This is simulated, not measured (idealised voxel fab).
This is a process module. Its name is voxel spacer lines.
Square cell edge 5 nm, section width 200 nm, ID cut.
How to read a cross-section here: the picture is a grid of square cells, written as bands going from the top down, and any band can span one or more rows of cells.
The entry gives the band's vertical extent as a top height and a bottom height in nm, then its horizontal make-up as materials from left to right, each with a width in nm. "air" stands for empty space; a single material marked "all across" fills the band edge to edge.
Measure heights from 0. That's the level where, below it, the as-received wafer is all one material. The lowest band is bottomless and extends downward; write it as in "0 and below".
The notation "30..40" denotes a width that varies across the rows of cells in the band, beginning at the first number in the top row, finishing at the second number in the bottom row, and changing by an identical amount from each row to the next.
The designation "all unchanged", where it is given for a processing step, indicates that no cell of the cross-section was altered in the course of that step.
Empty spaces counting at least 8 cells and having no open way to the top are listed in "Trapped void list". The notation width x height at distance is used for each, the distance being from the left edge and all three values in nm.
On a step's line, text after the settings is the simulator commenting on that step.
overlay nm, on a step with a mask: how far to the right of its planned place the mask lay; to the left if negative
Each pair of cross-sections that follows straddles one process step: the one shows the state before the step, the other the state after it, down to the lowest band that changed and no further. The step in question, and its settings, are given under the pair. Note that a pair is not necessarily a continuation of the pair above it, since pairs can come from different runs of this module on the same starting wafer; it is a continuation only where its entry headed "Pre-step section" says so.

Pre-step section
    0 and below: Si all across
    Trapped void list: none

Section After Processing
    5 down to 0: Al2O3 all across
    Everything under 0 stays put, no change at all.
    Trapped void list: none
So what happens between those two cross-sections up there? CONFORMAL_DEP (material Al2O3; thk nm 5)

Pre-step section: per the after cross-section of the pair just above.

Section After Processing
    20 down to 5: SiN all across
    Everything under 5 stays put, no change at all.
    Trapped void list: none
So what happens between those two cross-sections up there? DIRECTIONAL_DEP (material SiN; thk nm 15)

Pre-step section: per the after cross-section of the pair just above.

Section After Processing
    50 down to 20: polySi all across
    Everything under 20 stays put, no change at all.
    Trapped void list: none
So what happens between those two cross-sections up there? DIRECTIONAL_DEP (material polySi; thk nm 30)

Pre-step section: per the after cross-section of the pair just above.

Section After Processing
    90 down to 50: 15 air | 25 resist | 45 air | 25 resist | 45 air | 25 resist | 20 air
    Everything under 50 stays put, no change at all.
    Trapped void list: none
So what happens between those two cross-sections up there? PATTERN (tone cover; mask id MANDREL; material resist; width nm 25; pitch nm 70; thk nm 40; overlay nm 0)

Pre-step section: per the after cross-section of the pair just above.

Section After Processing
    90 down to 50: 15 air | 25 resist | 45 air | 25 resist | 45 air | 25 resist | 20 air
    50 down to 20: 15 air | 25 polySi | 45 air | 25 polySi | 45 air | 25 polySi | 20 air
    Everything under 20 stays put, no change at all.
    Trapped void list: none
So what happens between those two cross-sections up there? DIRECTIONAL_ETCH (etch materials polySi; depth nm 30)

Pre-step section: per the after cross-section of the pair just above.

Section After Processing
    50 down to 20: 15 air | 25 polySi | 45 air | 25 polySi | 45 air | 25 polySi | 20 air
    Everything under 20 stays put, no change at all.
    Trapped void list: none
So what happens between those two cross-sections up there? STRIP (etch materials resist)

Pre-step section: per the after cross-section of the pair just above.

Section After Processing
    60 down to 50: 5 air | 45 SiO2 | 25 air | 45 SiO2 | 25 air | 45 SiO2 | 10 air
    50 down to 30: 5 air | 10 SiO2 | 25 polySi | 10 SiO2 | 25 air | 10 SiO2 | 25 polySi | 10 SiO2 | 25 air | 10 SiO2 | 25 polySi | 10 SiO2 | 10 air
    30 down to 20: 15 SiO2 | 25 polySi | 45 SiO2 | 25 polySi | 45 SiO2 | 25 polySi | 20 SiO2
    Everything under 20 stays put, no change at all.
    Trapped void list: none
So what happens between those two cross-sections up there? CONFORMAL_DEP (material SiO2; thk nm 10)

Pre-step section: per the after cross-section of the pair just above.

Section After Processing
    50 down to 20: 5 air | 10 SiO2 | 25 polySi | 10 SiO2 | 25 air | 10 SiO2 | 25 polySi | 10 SiO2 | 25 air | 10 SiO2 | 25 polySi | 10 SiO2 | 10 air
    Everything under 20 stays put, no change at all.
    Trapped void list: none
So what happens between those two cross-sections up there? DIRECTIONAL_ETCH (etch materials SiO2; depth nm 10)

Pre-step section: per the after cross-section of the pair just above.

Section After Processing
    50 down to 20: 5 air | 10 SiO2 | 25 air | 10 SiO2 | 25 air | 10 SiO2 | 25 air | 10 SiO2 | 25 air | 10 SiO2 | 25 air | 10 SiO2 | 10 air
    Everything under 20 stays put, no change at all.
    Trapped void list: none
So what happens between those two cross-sections up there? STRIP (etch materials polySi)

Pre-step section: per the after cross-section of the pair just above.

Section After Processing
    50 down to 20: 5 air | 10 SiO2 | 25 air | 10 SiO2 | 25 air | 10 SiO2 | 25 air | 10 SiO2 | 25 air | 10 SiO2 | 25 air | 10 SiO2 | 10 air
    20 down to 5: 5 air | 10 SiN | 25 air | 10 SiN | 25 air | 10 SiN | 25 air | 10 SiN | 25 air | 10 SiN | 25 air | 10 SiN | 10 air
    Everything under 5 stays put, no change at all.
    Trapped void list: none
So what happens between those two cross-sections up there? DIRECTIONAL_ETCH (etch materials SiN; depth nm 15)

Pre-step section: per the after cross-section of the pair just above.

Section After Processing
    20 down to 5: 5 air | 10 SiN | 25 air | 10 SiN | 25 air | 10 SiN | 25 air | 10 SiN | 25 air | 10 SiN | 25 air | 10 SiN | 10 air
    Everything under 5 stays put, no change at all.
    Trapped void list: none
So what happens between those two cross-sections up there? STRIP (etch materials SiO2)

Pre-step section
    0 and below: Si all across
    Trapped void list: none

Section After Processing
    15 down to 0: SiN all across
    Everything under 0 stays put, no change at all.
    Trapped void list: none
So what happens between those two cross-sections up there? DIRECTIONAL_DEP (material SiN; thk nm 15)

Pre-step section: per the after cross-section of the pair just above.

Section After Processing
    45 down to 15: polySi all across
    Everything under 15 stays put, no change at all.
    Trapped void list: none
So what happens between those two cross-sections up there? DIRECTIONAL_DEP (material polySi; thk nm 30)

Pre-step section: per the after cross-section of the pair just above.

Section After Processing
    85 down to 45: 15 air | 25 resist | 45 air | 25 resist | 45 air | 25 resist | 20 air
    Everything under 45 stays put, no change at all.
    Trapped void list: none
So what happens between those two cross-sections up there? PATTERN (tone cover; mask id MANDREL; material resist; width nm 25; pitch nm 70; thk nm 40; overlay nm 0)

Pre-step section: per the after cross-section of the pair just above.

Section After Processing
    85 down to 45: 15 air | 25 resist | 45 air | 25 resist | 45 air | 25 resist | 20 air
    45 down to 15: 15 air | 25 polySi | 45 air | 25 polySi | 45 air | 25 polySi | 20 air
    Everything under 15 stays put, no change at all.
    Trapped void list: none
So what happens between those two cross-sections up there? DIRECTIONAL_ETCH (etch materials polySi; depth nm 30)

Pre-step section: per the after cross-section of the pair just above.

Section After Processing
    45 down to 15: 15 air | 25 polySi | 45 air | 25 polySi | 45 air | 25 polySi | 20 air
    Everything under 15 stays put, no change at all.
    Trapped void list: none
So what happens between those two cross-sections up there? STRIP (etch materials resist)

Pre-step section: per the after cross-section of the pair just above.

Section After Processing
    55 down to 45: 5 air | 45 SiO2 | 25 air | 45 SiO2 | 25 air | 45 SiO2 | 10 air
    45 down to 25: 5 air | 10 SiO2 | 25 polySi | 10 SiO2 | 25 air | 10 SiO2 | 25 polySi | 10 SiO2 | 25 air | 10 SiO2 | 25 polySi | 10 SiO2 | 10 air
    25 down to 15: 15 SiO2 | 25 polySi | 45 SiO2 | 25 polySi | 45 SiO2 | 25 polySi | 20 SiO2
    Everything under 15 stays put, no change at all.
    Trapped void list: none
So what happens between those two cross-sections up there? CONFORMAL_DEP (material SiO2; thk nm 10)

Pre-step section: per the after cross-section of the pair just above.

Section After Processing
    45 down to 15: 5 air | 10 SiO2 | 25 polySi | 10 SiO2 | 25 air | 10 SiO2 | 25 polySi | 10 SiO2 | 25 air | 10 SiO2 | 25 polySi | 10 SiO2 | 10 air
    Everything under 15 stays put, no change at all.
    Trapped void list: none
So what happens between those two cross-sections up there? DIRECTIONAL_ETCH (etch materials SiO2; depth nm 10)

Pre-step section: per the after cross-section of the pair just above.

Section After Processing
    45 down to 15: 5 air | 10 SiO2 | 25 air | 10 SiO2 | 25 air | 10 SiO2 | 25 air | 10 SiO2 | 25 air | 10 SiO2 | 25 air | 10 SiO2 | 10 air
    Everything under 15 stays put, no change at all.
    Trapped void list: none
So what happens between those two cross-sections up there? STRIP (etch materials polySi)

Pre-step section: per the after cross-section of the pair just above.

Section After Processing
    45 down to 15: 5 air | 10 SiO2 | 25 air | 10 SiO2 | 25 air | 10 SiO2 | 25 air | 10 SiO2 | 25 air | 10 SiO2 | 25 air | 10 SiO2 | 10 air
    15 down to 0: 5 air | 10 SiN | 25 air | 10 SiN | 25 air | 10 SiN | 25 air | 10 SiN | 25 air | 10 SiN | 25 air | 10 SiN | 10 air
    Everything under 0 stays put, no change at all.
    Trapped void list: none
So what happens between those two cross-sections up there? DIRECTIONAL_ETCH (etch materials SiN; depth nm 15)

Pre-step section: per the after cross-section of the pair just above.

Section After Processing
    15 down to 0: 5 air | 10 SiN | 25 air | 10 SiN | 25 air | 10 SiN | 25 air | 10 SiN | 25 air | 10 SiN | 25 air | 10 SiN | 10 air
    Everything under 0 stays put, no change at all.
    Trapped void list: none
So what happens between those two cross-sections up there? STRIP (etch materials SiO2)

Pre-step section
    20 down to 5: SiN all across
    5 down to 0: Al2O3 all across
    0 and below: Si all across
    Trapped void list: none

Section After Processing
    35 down to 5: SiN all across
    Everything under 5 stays put, no change at all.
    Trapped void list: none
So what happens between those two cross-sections up there? DIRECTIONAL_DEP (material SiN; thk nm 15)

Pre-step section: per the after cross-section of the pair just above.

Section After Processing
    65 down to 35: polySi all across
    Everything under 35 stays put, no change at all.
    Trapped void list: none
So what happens between those two cross-sections up there? DIRECTIONAL_DEP (material polySi; thk nm 30)

Pre-step section: per the after cross-section of the pair just above.

Section After Processing
    105 down to 65: 15 air | 25 resist | 45 air | 25 resist | 45 air | 25 resist | 20 air
    Everything under 65 stays put, no change at all.
    Trapped void list: none
So what happens between those two cross-sections up there? PATTERN (tone cover; mask id MANDREL; material resist; width nm 25; pitch nm 70; thk nm 40; overlay nm 0)

Pre-step section: per the after cross-section of the pair just above.

Section After Processing
    105 down to 65: 15 air | 25 resist | 45 air | 25 resist | 45 air | 25 resist | 20 air
    65 down to 35: 15 air | 25 polySi | 45 air | 25 polySi | 45 air | 25 polySi | 20 air
    Everything under 35 stays put, no change at all.
    Trapped void list: none
So what happens between those two cross-sections up there? DIRECTIONAL_ETCH (etch materials polySi; depth nm 30)

Pre-step section: per the after cross-section of the pair just above.

Section After Processing
    65 down to 35: 15 air | 25 polySi | 45 air | 25 polySi | 45 air | 25 polySi | 20 air
    Everything under 35 stays put, no change at all.
    Trapped void list: none
So what happens between those two cross-sections up there? STRIP (etch materials resist)

Pre-step section: per the after cross-section of the pair just above.

Section After Processing
    75 down to 65: 5 air | 45 SiO2 | 25 air | 45 SiO2 | 25 air | 45 SiO2 | 10 air
    65 down to 45: 5 air | 10 SiO2 | 25 polySi | 10 SiO2 | 25 air | 10 SiO2 | 25 polySi | 10 SiO2 | 25 air | 10 SiO2 | 25 polySi | 10 SiO2 | 10 air
    45 down to 35: 15 SiO2 | 25 polySi | 45 SiO2 | 25 polySi | 45 SiO2 | 25 polySi | 20 SiO2
    Everything under 35 stays put, no change at all.
    Trapped void list: none
So what happens between those two cross-sections up there? CONFORMAL_DEP (material SiO2; thk nm 10)

Pre-step section: per the after cross-section of the pair just above.

Section After Processing
    65 down to 35: 5 air | 10 SiO2 | 25 polySi | 10 SiO2 | 25 air | 10 SiO2 | 25 polySi | 10 SiO2 | 25 air | 10 SiO2 | 25 polySi | 10 SiO2 | 10 air
    Everything under 35 stays put, no change at all.
    Trapped void list: none
So what happens between those two cross-sections up there? DIRECTIONAL_ETCH (etch materials SiO2; depth nm 10)

Pre-step section: per the after cross-section of the pair just above.

Section After Processing
    65 down to 35: 5 air | 10 SiO2 | 25 air | 10 SiO2 | 25 air | 10 SiO2 | 25 air | 10 SiO2 | 25 air | 10 SiO2 | 25 air | 10 SiO2 | 10 air
    Everything under 35 stays put, no change at all.
    Trapped void list: none
So what happens between those two cross-sections up there? STRIP (etch materials polySi)

Pre-step section: per the after cross-section of the pair just above.

Section After Processing
    65 down to 35: 5 air | 10 SiO2 | 25 air | 10 SiO2 | 25 air | 10 SiO2 | 25 air | 10 SiO2 | 25 air | 10 SiO2 | 25 air | 10 SiO2 | 10 air
    35 down to 20: 5 air | 10 SiN | 25 air | 10 SiN | 25 air | 10 SiN | 25 air | 10 SiN | 25 air | 10 SiN | 25 air | 10 SiN | 10 air
    Everything under 20 stays put, no change at all.
    Trapped void list: none
So what happens between those two cross-sections up there? DIRECTIONAL_ETCH (etch materials SiN; depth nm 15)

Pre-step section: per the after cross-section of the pair just above.

Section After Processing
    35 down to 20: 5 air | 10 SiN | 25 air | 10 SiN | 25 air | 10 SiN | 25 air | 10 SiN | 25 air | 10 SiN | 25 air | 10 SiN | 10 air
    Everything under 20 stays put, no change at all.
    Trapped void list: none
So what happens between those two cross-sections up there? STRIP (etch materials SiO2)

Pre-step section
    50 down to 20: 5 air | 10 SiO2 | 25 polySi | 10 SiO2 | 25 air | 10 SiO2 | 25 polySi | 10 SiO2 | 25 air | 10 SiO2 | 25 polySi | 10 SiO2 | 10 air
    20 down to 5: SiN all across
    5 down to 0: Al2O3 all across
    0 and below: Si all across
    Trapped void list: none

Section After Processing
    50 down to 20: 5 air | 10 SiO2 | 25 polySi | 10 SiO2 | 25 air | 10 SiO2 | 25 polySi | 10 SiO2 | 25 air | 10 SiO2 | 25 polySi | 10 SiO2 | 10 air
    20 down to 5: 5 air | 45 SiN | 25 air | 45 SiN | 25 air | 45 SiN | 10 air
    Everything under 5 stays put, no change at all.
    Trapped void list: none
So what happens between those two cross-sections up there? DIRECTIONAL_ETCH (etch materials SiN; depth nm 15)

Pre-step section: per the after cross-section of the pair just above.

Section After Processing
    50 down to 20: 5 air | 10 SiO2 | 25 air | 10 SiO2 | 25 air | 10 SiO2 | 25 air | 10 SiO2 | 25 air | 10 SiO2 | 25 air | 10 SiO2 | 10 air
    Everything under 20 stays put, no change at all.
    Trapped void list: none
So what happens between those two cross-sections up there? STRIP (etch materials polySi)

Pre-step section: per the after cross-section of the pair just above.

Section After Processing
    20 down to 5: 5 air | 45 SiN | 25 air | 45 SiN | 25 air | 45 SiN | 10 air
    Everything under 5 stays put, no change at all.
    Trapped void list: none
So what happens between those two cross-sections up there? STRIP (etch materials SiO2)

Pre-step section
    50 down to 20: 15 air | 25 polySi | 45 air | 25 polySi | 45 air | 25 polySi | 20 air
    20 down to 5: SiN all across
    5 down to 0: Al2O3 all across
    0 and below: Si all across
    Trapped void list: none

Section After Processing
    55 down to 50: 10 air | 35 SiO2 | 35 air | 35 SiO2 | 35 air | 35 SiO2 | 15 air
    50 down to 25: 10 air | 5 SiO2 | 25 polySi | 5 SiO2 | 35 air | 5 SiO2 | 25 polySi | 5 SiO2 | 35 air | 5 SiO2 | 25 polySi | 5 SiO2 | 15 air
    25 down to 20: 15 SiO2 | 25 polySi | 45 SiO2 | 25 polySi | 45 SiO2 | 25 polySi | 20 SiO2
    Everything under 20 stays put, no change at all.
    Trapped void list: none
So what happens between those two cross-sections up there? CONFORMAL_DEP (material SiO2; thk nm 5)

Pre-step section: per the after cross-section of the pair just above.

Section After Processing
    50 down to 45: 15 air | 25 polySi | 45 air | 25 polySi | 45 air | 25 polySi | 20 air
    45 down to 20: 10 air | 5 SiO2 | 25 polySi | 5 SiO2 | 35 air | 5 SiO2 | 25 polySi | 5 SiO2 | 35 air | 5 SiO2 | 25 polySi | 5 SiO2 | 15 air
    Everything under 20 stays put, no change at all.
    Trapped void list: none
So what happens between those two cross-sections up there? DIRECTIONAL_ETCH (etch materials SiO2; depth nm 10)

Pre-step section: per the after cross-section of the pair just above.

Section After Processing
    45 down to 20: 10 air | 5 SiO2 | 25 air | 5 SiO2 | 35 air | 5 SiO2 | 25 air | 5 SiO2 | 35 air | 5 SiO2 | 25 air | 5 SiO2 | 15 air
    Everything under 20 stays put, no change at all.
    Trapped void list: none
So what happens between those two cross-sections up there? STRIP (etch materials polySi)

Pre-step section: per the after cross-section of the pair just above.

Section After Processing
    45 down to 20: 10 air | 5 SiO2 | 25 air | 5 SiO2 | 35 air | 5 SiO2 | 25 air | 5 SiO2 | 35 air | 5 SiO2 | 25 air | 5 SiO2 | 15 air
    20 down to 5: 10 air | 5 SiN | 25 air | 5 SiN | 35 air | 5 SiN | 25 air | 5 SiN | 35 air | 5 SiN | 25 air | 5 SiN | 15 air
    Everything under 5 stays put, no change at all.
    Trapped void list: none
So what happens between those two cross-sections up there? DIRECTIONAL_ETCH (etch materials SiN; depth nm 15)

Pre-step section: per the after cross-section of the pair just above.

Section After Processing
    20 down to 5: 10 air | 5 SiN | 25 air | 5 SiN | 35 air | 5 SiN | 25 air | 5 SiN | 35 air | 5 SiN | 25 air | 5 SiN | 15 air
    Everything under 5 stays put, no change at all.
    Trapped void list: none
So what happens between those two cross-sections up there? STRIP (etch materials SiO2)

Pre-step section
    50 down to 20: polySi all across
    20 down to 5: SiN all across
    5 down to 0: Al2O3 all across
    0 and below: Si all across
    Trapped void list: none

Section After Processing
    90 down to 50: 20 air | 20 resist | 50 air | 20 resist | 50 air | 20 resist | 20 air
    Everything under 50 stays put, no change at all.
    Trapped void list: none
So what happens between those two cross-sections up there? PATTERN (tone cover; mask id MANDREL; material resist; width nm 20; pitch nm 70; thk nm 40; overlay nm 0)

Pre-step section: per the after cross-section of the pair just above.

Section After Processing
    90 down to 50: 20 air | 20 resist | 50 air | 20 resist | 50 air | 20 resist | 20 air
    50 down to 20: 20 air | 20 polySi | 50 air | 20 polySi | 50 air | 20 polySi | 20 air
    Everything under 20 stays put, no change at all.
    Trapped void list: none
So what happens between those two cross-sections up there? DIRECTIONAL_ETCH (etch materials polySi; depth nm 30)

Pre-step section: per the after cross-section of the pair just above.

Section After Processing
    50 down to 20: 20 air | 20 polySi | 50 air | 20 polySi | 50 air | 20 polySi | 20 air
    Everything under 20 stays put, no change at all.
    Trapped void list: none
So what happens between those two cross-sections up there? STRIP (etch materials resist)

Pre-step section: per the after cross-section of the pair just above.

Section After Processing
    60 down to 50: 10 air | 40 SiO2 | 30 air | 40 SiO2 | 30 air | 40 SiO2 | 10 air
    50 down to 30: 10 air | 10 SiO2 | 20 polySi | 10 SiO2 | 30 air | 10 SiO2 | 20 polySi | 10 SiO2 | 30 air | 10 SiO2 | 20 polySi | 10 SiO2 | 10 air
    30 down to 20: 20 SiO2 | 20 polySi | 50 SiO2 | 20 polySi | 50 SiO2 | 20 polySi | 20 SiO2
    Everything under 20 stays put, no change at all.
    Trapped void list: none
So what happens between those two cross-sections up there? CONFORMAL_DEP (material SiO2; thk nm 10)

Pre-step section: per the after cross-section of the pair just above.

Section After Processing
    50 down to 20: 10 air | 10 SiO2 | 20 polySi | 10 SiO2 | 30 air | 10 SiO2 | 20 polySi | 10 SiO2 | 30 air | 10 SiO2 | 20 polySi | 10 SiO2 | 10 air
    Everything under 20 stays put, no change at all.
    Trapped void list: none
So what happens between those two cross-sections up there? DIRECTIONAL_ETCH (etch materials SiO2; depth nm 10)

Pre-step section: per the after cross-section of the pair just above.

Section After Processing
    50 down to 20: 10 air | 10 SiO2 | 20 air | 10 SiO2 | 30 air | 10 SiO2 | 20 air | 10 SiO2 | 30 air | 10 SiO2 | 20 air | 10 SiO2 | 10 air
    Everything under 20 stays put, no change at all.
    Trapped void list: none
So what happens between those two cross-sections up there? STRIP (etch materials polySi)

Pre-step section: per the after cross-section of the pair just above.

Section After Processing
    50 down to 20: 10 air | 10 SiO2 | 20 air | 10 SiO2 | 30 air | 10 SiO2 | 20 air | 10 SiO2 | 30 air | 10 SiO2 | 20 air | 10 SiO2 | 10 air
    20 down to 5: 10 air | 10 SiN | 20 air | 10 SiN | 30 air | 10 SiN | 20 air | 10 SiN | 30 air | 10 SiN | 20 air | 10 SiN | 10 air
    Everything under 5 stays put, no change at all.
    Trapped void list: none
So what happens between those two cross-sections up there? DIRECTIONAL_ETCH (etch materials SiN; depth nm 15)

Pre-step section: per the after cross-section of the pair just above.

Section After Processing
    20 down to 5: 10 air | 10 SiN | 20 air | 10 SiN | 30 air | 10 SiN | 20 air | 10 SiN | 30 air | 10 SiN | 20 air | 10 SiN | 10 air
    Everything under 5 stays put, no change at all.
    Trapped void list: none
So what happens between those two cross-sections up there? STRIP (etch materials SiO2)

Pre-step section
    50 down to 20: polySi all across
    20 down to 5: SiN all across
    5 down to 0: Al2O3 all across
    0 and below: Si all across
    Trapped void list: none

Section After Processing
    90 down to 50: 20 air | 25 resist | 45 air | 25 resist | 45 air | 25 resist | 15 air
    Everything under 50 stays put, no change at all.
    Trapped void list: none
So what happens between those two cross-sections up there? PATTERN (tone cover; mask id MANDREL; material resist; width nm 25; pitch nm 70; thk nm 40; overlay nm 5)

Pre-step section: per the after cross-section of the pair just above.

Section After Processing
    90 down to 50: 20 air | 25 resist | 45 air | 25 resist | 45 air | 25 resist | 15 air
    50 down to 20: 20 air | 25 polySi | 45 air | 25 polySi | 45 air | 25 polySi | 15 air
    Everything under 20 stays put, no change at all.
    Trapped void list: none
So what happens between those two cross-sections up there? DIRECTIONAL_ETCH (etch materials polySi; depth nm 30)

Pre-step section: per the after cross-section of the pair just above.

Section After Processing
    50 down to 20: 20 air | 25 polySi | 45 air | 25 polySi | 45 air | 25 polySi | 15 air
    Everything under 20 stays put, no change at all.
    Trapped void list: none
So what happens between those two cross-sections up there? STRIP (etch materials resist)

Pre-step section: per the after cross-section of the pair just above.

Section After Processing
    60 down to 50: 10 air | 45 SiO2 | 25 air | 45 SiO2 | 25 air | 45 SiO2 | 5 air
    50 down to 30: 10 air | 10 SiO2 | 25 polySi | 10 SiO2 | 25 air | 10 SiO2 | 25 polySi | 10 SiO2 | 25 air | 10 SiO2 | 25 polySi | 10 SiO2 | 5 air
    30 down to 20: 20 SiO2 | 25 polySi | 45 SiO2 | 25 polySi | 45 SiO2 | 25 polySi | 15 SiO2
    Everything under 20 stays put, no change at all.
    Trapped void list: none
So what happens between those two cross-sections up there? CONFORMAL_DEP (material SiO2; thk nm 10)

Pre-step section: per the after cross-section of the pair just above.

Section After Processing
    50 down to 20: 10 air | 10 SiO2 | 25 polySi | 10 SiO2 | 25 air | 10 SiO2 | 25 polySi | 10 SiO2 | 25 air | 10 SiO2 | 25 polySi | 10 SiO2 | 5 air
    Everything under 20 stays put, no change at all.
    Trapped void list: none
So what happens between those two cross-sections up there? DIRECTIONAL_ETCH (etch materials SiO2; depth nm 10)

Pre-step section: per the after cross-section of the pair just above.

Section After Processing
    50 down to 20: 10 air | 10 SiO2 | 25 air | 10 SiO2 | 25 air | 10 SiO2 | 25 air | 10 SiO2 | 25 air | 10 SiO2 | 25 air | 10 SiO2 | 5 air
    Everything under 20 stays put, no change at all.
    Trapped void list: none
So what happens between those two cross-sections up there? STRIP (etch materials polySi)

Pre-step section: per the after cross-section of the pair just above.

Section After Processing
    50 down to 20: 10 air | 10 SiO2 | 25 air | 10 SiO2 | 25 air | 10 SiO2 | 25 air | 10 SiO2 | 25 air | 10 SiO2 | 25 air | 10 SiO2 | 5 air
    20 down to 5: 10 air | 10 SiN | 25 air | 10 SiN | 25 air | 10 SiN | 25 air | 10 SiN | 25 air | 10 SiN | 25 air | 10 SiN | 5 air
    Everything under 5 stays put, no change at all.
    Trapped void list: none
So what happens between those two cross-sections up there? DIRECTIONAL_ETCH (etch materials SiN; depth nm 15)

Pre-step section: per the after cross-section of the pair just above.

Section After Processing
    20 down to 5: 10 air | 10 SiN | 25 air | 10 SiN | 25 air | 10 SiN | 25 air | 10 SiN | 25 air | 10 SiN | 25 air | 10 SiN | 5 air
    Everything under 5 stays put, no change at all.
    Trapped void list: none
So what happens between those two cross-sections up there? STRIP (etch materials SiO2)

Pre-step section
    50 down to 20: 15 air | 25 polySi | 45 air | 25 polySi | 45 air | 25 polySi | 20 air
    20 down to 5: SiN all across
    5 down to 0: Al2O3 all across
    0 and below: Si all across
    Trapped void list: none

Section After Processing
    60 down to 50: 5 air | 45 SiN | 25 air | 45 SiN | 25 air | 45 SiN | 10 air
    50 down to 30: 5 air | 10 SiN | 25 polySi | 10 SiN | 25 air | 10 SiN | 25 polySi | 10 SiN | 25 air | 10 SiN | 25 polySi | 10 SiN | 10 air
    30 down to 20: 15 SiN | 25 polySi | 45 SiN | 25 polySi | 45 SiN | 25 polySi | 20 SiN
    Everything under 20 stays put, no change at all.
    Trapped void list: none
So what happens between those two cross-sections up there? CONFORMAL_DEP (material SiN; thk nm 10)

Pre-step section: per the after cross-section of the pair just above.

Section After Processing
    50 down to 45: 15 air | 25 polySi | 45 air | 25 polySi | 45 air | 25 polySi | 20 air
    45 down to 20: 5 air | 10 SiN | 25 polySi | 10 SiN | 25 air | 10 SiN | 25 polySi | 10 SiN | 25 air | 10 SiN | 25 polySi | 10 SiN | 10 air
    20 down to 15: 5 air | 45 SiN | 25 air | 45 SiN | 25 air | 45 SiN | 10 air
    Everything under 15 stays put, no change at all.
    Trapped void list: none
So what happens between those two cross-sections up there? DIRECTIONAL_ETCH (etch materials SiN; depth nm 15)

Pre-step section
    50 down to 20: polySi all across
    20 down to 5: SiN all across
    5 down to 0: Al2O3 all across
    0 and below: Si all across
    Trapped void list: none

Section After Processing
    90 down to 50: 15 resist | 25 air | 45 resist | 25 air | 45 resist | 25 air | 20 resist
    Everything under 50 stays put, no change at all.
    Trapped void list: none
So what happens between those two cross-sections up there? PATTERN (tone open; mask id MANDREL; material resist; width nm 25; pitch nm 70; thk nm 40; overlay nm 0)

Pre-step section: per the after cross-section of the pair just above.

Section After Processing
    90 down to 50: 15 resist | 25 air | 45 resist | 25 air | 45 resist | 25 air | 20 resist
    50 down to 20: 15 polySi | 25 air | 45 polySi | 25 air | 45 polySi | 25 air | 20 polySi
    Everything under 20 stays put, no change at all.
    Trapped void list: none
So what happens between those two cross-sections up there? DIRECTIONAL_ETCH (etch materials polySi; depth nm 30)

Pre-step section: per the after cross-section of the pair just above.

Section After Processing
    50 down to 20: 15 polySi | 25 air | 45 polySi | 25 air | 45 polySi | 25 air | 20 polySi
    Everything under 20 stays put, no change at all.
    Trapped void list: none
So what happens between those two cross-sections up there? STRIP (etch materials resist)

Pre-step section: per the after cross-section of the pair just above.

Section After Processing
    60 down to 50: 25 SiO2 | 5 air | 65 SiO2 | 5 air | 65 SiO2 | 5 air | 30 SiO2
    50 down to 30: 15 polySi | 10 SiO2 | 5 air | 10 SiO2 | 45 polySi | 10 SiO2 | 5 air | 10 SiO2 | 45 polySi | 10 SiO2 | 5 air | 10 SiO2 | 20 polySi
    30 down to 20: 15 polySi | 25 SiO2 | 45 polySi | 25 SiO2 | 45 polySi | 25 SiO2 | 20 polySi
    Everything under 20 stays put, no change at all.
    Trapped void list: none
So what happens between those two cross-sections up there? CONFORMAL_DEP (material SiO2; thk nm 10)

Pre-step section: per the after cross-section of the pair just above.

Section After Processing
    50 down to 20: 15 polySi | 10 SiO2 | 5 air | 10 SiO2 | 45 polySi | 10 SiO2 | 5 air | 10 SiO2 | 45 polySi | 10 SiO2 | 5 air | 10 SiO2 | 20 polySi
    Everything under 20 stays put, no change at all.
    Trapped void list: none
So what happens between those two cross-sections up there? DIRECTIONAL_ETCH (etch materials SiO2; depth nm 10)

Pre-step section: per the after cross-section of the pair just above.

Section After Processing
    50 down to 20: 15 air | 10 SiO2 | 5 air | 10 SiO2 | 45 air | 10 SiO2 | 5 air | 10 SiO2 | 45 air | 10 SiO2 | 5 air | 10 SiO2 | 20 air
    Everything under 20 stays put, no change at all.
    Trapped void list: none
So what happens between those two cross-sections up there? STRIP (etch materials polySi)

Pre-step section: per the after cross-section of the pair just above.

Section After Processing
    50 down to 20: 15 air | 10 SiO2 | 5 air | 10 SiO2 | 45 air | 10 SiO2 | 5 air | 10 SiO2 | 45 air | 10 SiO2 | 5 air | 10 SiO2 | 20 air
    20 down to 5: 15 air | 10 SiN | 5 air | 10 SiN | 45 air | 10 SiN | 5 air | 10 SiN | 45 air | 10 SiN | 5 air | 10 SiN | 20 air
    Everything under 5 stays put, no change at all.
    Trapped void list: none
So what happens between those two cross-sections up there? DIRECTIONAL_ETCH (etch materials SiN; depth nm 15)

Pre-step section: per the after cross-section of the pair just above.

Section After Processing
    20 down to 5: 15 air | 10 SiN | 5 air | 10 SiN | 45 air | 10 SiN | 5 air | 10 SiN | 45 air | 10 SiN | 5 air | 10 SiN | 20 air
    Everything under 5 stays put, no change at all.
    Trapped void list: none
So what happens between those two cross-sections up there? STRIP (etch materials SiO2)
